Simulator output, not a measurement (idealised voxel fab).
process module | voxel local oxidation
cross-section cut | 175 nm wide | cells 5 nm
A cross-section is a grid of square cells, given in bands from the top down. A band is one or more rows of cells.
Each band's line starts with the height of the band's top and of its bottom, in nm. Then come its materials from left to right, each with its width in nm. One material with "throughout" fills the band from edge to edge. "air" is empty space.
Height 0 is the level under which the wafer as received is all one material. The lowest band goes on downwards, as in "0 down".
A width such as "30 to 40" changes by the same amount from each row of cells to the next, from the band's top row to its bottom row.
"no change" after a step means that no cell of the cross-section changed.
closed voids: empty space of 8 cells or more with no open way to the top, each as width x height at its distance from the left edge, in nm
after a step's settings: what the simulator itself notes on the step
overlay nm, on a step with a mask: how far to the right of its planned place the mask lay; to the left if negative
plan
1 op RECEIVE | material Si
2 op OXIDIZE | depth nm 5
3 op CONFORMAL_DEP | material SiN | thk nm 15
4 op PATTERN | tone cover | mask id ACTIVE | material resist | width nm 100 | thk nm 15 | overlay nm 0
5 op DIRECTIONAL_ETCH | etch materials SiN | depth nm 15
6 op STRIP | etch materials resist
7 op SELECTIVE_ETCH | etch materials SiO2 | depth nm 5
8 op OXIDIZE | depth nm 10
9 op STRIP | etch materials SiN
as received, after step 1
  0 down: Si throughout
  closed voids: none
first wafer at the end, as planned
  0 to -5: air 40 | SiO2 90 | air 45
  -5 to -15: SiO2 50 | Si 70 | SiO2 55
  -15 down: Si throughout
  closed voids: none
second wafer at the end: like start, like plan, one mistake
  0 to -5: air 35 | SiO2 90 | air 50
  -5 to -15: SiO2 45 | Si 70 | SiO2 60
  -15 down: Si throughout
  closed voids: none
what went wrong: step 4 ran as: op PATTERN | tone cover | mask id ACTIVE | material resist | width nm 100 | thk nm 15 | overlay nm -5
at the end the second wafer has, in cells: as many of each material as the first, in other places
